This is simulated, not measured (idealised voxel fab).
process module | voxel transistor to metal
cross-section cut | 295 nm wide | cells 5 nm
A cross-section is a grid of square cells, given in bands from the top down. A band is one or more rows of cells.
Each band's line starts with the height of the band's top and of its bottom, in nm. Then come its materials from left to right, each with its width in nm. One material with "throughout" fills the band from edge to edge. "air" is empty space.
Height 0 is the level under which the wafer as received is all one material. The lowest band goes on downwards, as in "0 down".
A width such as "30 to 40" changes by the same amount from each row of cells to the next, from the band's top row to its bottom row.
"no change" after a step means that no cell of the cross-section changed.
closed voids: empty space of 8 cells or more with no open way to the top, each as width x height at its distance from the left edge, in nm
after a step's settings: what the simulator itself notes on the step
overlay nm, on a step with a mask: how far to the right of its planned place the mask lay; to the left if negative
plan
1 op RECEIVE | material Si
2 op CONFORMAL_DEP | material SiO2 | thk nm 5
3 op CONFORMAL_DEP | material SiN | thk nm 15
4 op PATTERN | tone cover | mask id ACTIVE | material resist | width nm 105 | pitch nm 135 | thk nm 15 | overlay nm 0
5 op DIRECTIONAL_ETCH | etch materials SiN | depth nm 15
6 op DIRECTIONAL_ETCH | etch materials SiO2 | depth nm 5
7 op DIRECTIONAL_ETCH | etch materials Si | depth nm 30
8 op STRIP | etch materials resist
9 op OXIDIZE | depth nm 5
10 op FILL_DEP | material SiO2 | thk nm 10
11 op CMP | height nm 20
12 op SELECTIVE_ETCH | etch materials SiO2 | depth nm 15
13 op STRIP | etch materials SiN
14 op SELECTIVE_ETCH | etch materials SiO2 | depth nm 5
15 op OXIDIZE | depth nm 5
16 op DIRECTIONAL_DEP | material polySi | thk nm 25
17 op DIRECTIONAL_DEP | material SiCN | thk nm 10
18 op MASKED_ETCH | tone cover | mask id GATE | width nm 25 | pitch nm 135 | etch materials SiCN | depth nm 20 | overlay nm 0
19 op MASKED_ETCH | tone cover | mask id GATE | width nm 25 | pitch nm 135 | etch materials polySi | depth nm 35 | overlay nm 0
20 op CONFORMAL_DEP | material SiO2 | thk nm 5
21 op DIRECTIONAL_ETCH | etch materials SiO2 | depth nm 5
22 op CONFORMAL_DEP | material SiN | thk nm 10
23 op DIRECTIONAL_ETCH | etch materials SiN | depth nm 10
24 op DIRECTIONAL_ETCH | etch materials SiO2 | depth nm 5
25 op DIRECTIONAL_ETCH | etch materials Si | depth nm 15
26 op EPI | material nSi | thk nm 15
27 op FILL_DEP | material SiO2 | thk nm 10
28 op CMP | height nm 35
29 op DIRECTIONAL_DEP | material SiO2 | thk nm 15
30 op DIRECTIONAL_DEP | material aC | thk nm 15
31 op PATTERN | tone open | mask id CONTACT | material resist | width nm 30 | thk nm 30 | overlay nm 0
32 op DIRECTIONAL_ETCH | etch materials aC | depth nm 15
33 op STRIP | etch materials resist
34 op DIRECTIONAL_ETCH | etch materials SiO2 | depth nm 55
35 op STRIP | etch materials aC
36 op CONFORMAL_DEP | material TiN | thk nm 5
37 op FILL_DEP | material W | thk nm 5
38 op CMP | height nm 50
39 op DIRECTIONAL_DEP | material TiN | thk nm 5
40 op DIRECTIONAL_DEP | material Ru | thk nm 20
41 op PATTERN | tone cover | mask id METAL_1 | material resist | width nm 20 | thk nm 20 | overlay nm 0
42 op DIRECTIONAL_ETCH | etch materials Ru | depth nm 20
43 op DIRECTIONAL_ETCH | etch materials TiN | depth nm 5
44 op STRIP | etch materials resist
45 op CONFORMAL_DEP | material SiN | thk nm 5
46 op FILL_DEP | material lowk | thk nm 5
47 op CMP | height nm 75
48 op CONFORMAL_DEP | material SiCN | thk nm 5
49 op DIRECTIONAL_DEP | material lowk | thk nm 25
50 op DIRECTIONAL_DEP | material aC | thk nm 15
51 op PATTERN | tone open | mask id METAL_2 | material resist | width nm 20 | pitch nm 135 | thk nm 35 | overlay nm 0
52 op DIRECTIONAL_ETCH | etch materials aC | depth nm 15
53 op STRIP | etch materials resist
54 op DIRECTIONAL_ETCH | etch materials lowk | depth nm 15
55 op STRIP | etch materials aC
56 op DIRECTIONAL_DEP | material aC | thk nm 10
57 op PATTERN | tone open | mask id METAL_2_HOLES | material resist | width nm 15 | pitch nm 135 | thk nm 25 | overlay nm 0
58 op DIRECTIONAL_ETCH | etch materials aC | depth nm 10
59 op STRIP | etch materials resist
60 op DIRECTIONAL_ETCH | etch materials lowk | depth nm 10
61 op DIRECTIONAL_ETCH | etch materials SiCN | depth nm 5
62 op STRIP | etch materials aC
63 op CONFORMAL_DEP | material TiN | thk nm 5
64 op FILL_DEP | material Cu | thk nm 5
65 op CMP | height nm 105
66 op CONFORMAL_DEP | material SiCN | thk nm 5
as received, after step 1
  0 down: Si throughout
  closed voids: none
a wafer at the end: this start, this plan, one mistake
  110 to 105: SiCN throughout
  105 to 95: lowk 30 | TiN 5 | Cu 10 | TiN 5 | lowk 115 | TiN 5 | Cu 10 | TiN 5 | lowk 110
  95 to 90: lowk 30 | TiN 5 | Cu 5 | TiN 10 | lowk 115 | TiN 5 | Cu 5 | TiN 10 | lowk 110
  90 to 80: lowk 30 | TiN 5 | Cu 5 | TiN 5 | lowk 120 | TiN 5 | Cu 5 | TiN 5 | lowk 115
  80 to 75: SiCN 30 | TiN 15 | SiCN 120 | TiN 15 | SiCN 115
  75 to 55: lowk 25 | SiN 5 | Ru 20 | SiN 5 | lowk 45 | SiN 5 | Ru 20 | SiN 5 | lowk 30 | SiN 5 | Ru 20 | SiN 5 | lowk 45 | SiN 5 | Ru 20 | SiN 5 | lowk 30
  55 to 50: SiN 30 | TiN 20 | SiN 55 | TiN 20 | SiN 40 | TiN 20 | SiN 55 | TiN 20 | SiN 35
  50 to 40: SiO2 30 | TiN 5 | W 20 | TiN 5 | SiO2 35 | TiN 5 | W 20 | TiN 5 | SiO2 40 | TiN 5 | W 20 | TiN 5 | SiO2 35 | TiN 5 | W 20 | TiN 5 | SiO2 35
  40 to 35: SiO2 30 | TiN 5 | W 10 | TiN 15 | SiO2 35 | TiN 15 | W 10 | TiN 5 | SiO2 40 | TiN 5 | W 10 | TiN 15 | SiO2 35 | TiN 15 | W 10 | TiN 5 | SiO2 35
  35 to 25: SiO2 30 | TiN 5 | W 10 | TiN 5 | SiN 10 | SiO2 5 | SiCN 25 | SiO2 5 | SiN 10 | TiN 5 | W 10 | TiN 5 | SiO2 40 | TiN 5 | W 10 | TiN 5 | SiN 10 | SiO2 5 | SiCN 25 | SiO2 5 | SiN 10 | TiN 5 | W 10 | TiN 5 | SiO2 35
  25 to 15: SiO2 30 | TiN 5 | W 10 | TiN 5 | SiN 10 | SiO2 5 | polySi 25 | SiO2 5 | SiN 10 | TiN 5 | W 10 | TiN 5 | SiO2 40 | TiN 5 | W 10 | TiN 5 | SiN 10 | SiO2 5 | polySi 25 | SiO2 5 | SiN 10 | TiN 5 | W 10 | TiN 5 | SiO2 35
  15 to 10: SiO2 30 | TiN 20 | SiN 10 | SiO2 5 | polySi 25 | SiO2 5 | SiN 10 | TiN 20 | SiO2 40 | TiN 20 | SiN 10 | SiO2 5 | polySi 25 | SiO2 5 | SiN 10 | TiN 20 | SiO2 35
  10 to 0: SiO2 30 | TiN 5 | nSi 15 | SiN 10 | SiO2 5 | polySi 25 | SiO2 5 | SiN 10 | nSi 15 | TiN 5 | SiO2 40 | TiN 5 | nSi 15 | SiN 10 | SiO2 5 | polySi 25 | SiO2 5 | SiN 10 | nSi 15 | TiN 5 | SiO2 35
  0 to -5: SiO2 10 | SiN 15 | SiO2 5 | TiN 5 | nSi 15 | SiO2 55 | nSi 15 | TiN 5 | SiO2 5 | SiN 10 | SiO2 10 | SiN 10 | SiO2 5 | TiN 5 | nSi 15 | SiO2 55 | nSi 15 | TiN 5 | SiO2 5 | SiN 15 | SiO2 15
  -5 to -15: SiO2 10 | SiN 15 | SiO2 10 | nSi 15 | Si 55 | nSi 15 | SiO2 10 | SiN 10 | SiO2 10 | SiN 10 | SiO2 10 | nSi 15 | Si 55 | nSi 15 | SiO2 10 | SiN 15 | SiO2 15
  -15 to -20: SiO2 35 | nSi 15 | Si 55 | nSi 15 | SiO2 50 | nSi 15 | Si 55 | nSi 15 | SiO2 40
  -20 to -35: SiO2 30 | Si 95 | SiO2 40 | Si 95 | SiO2 35
  -35 down: Si throughout
  closed voids: none
what went wrong: steps 12 and 13 were swapped
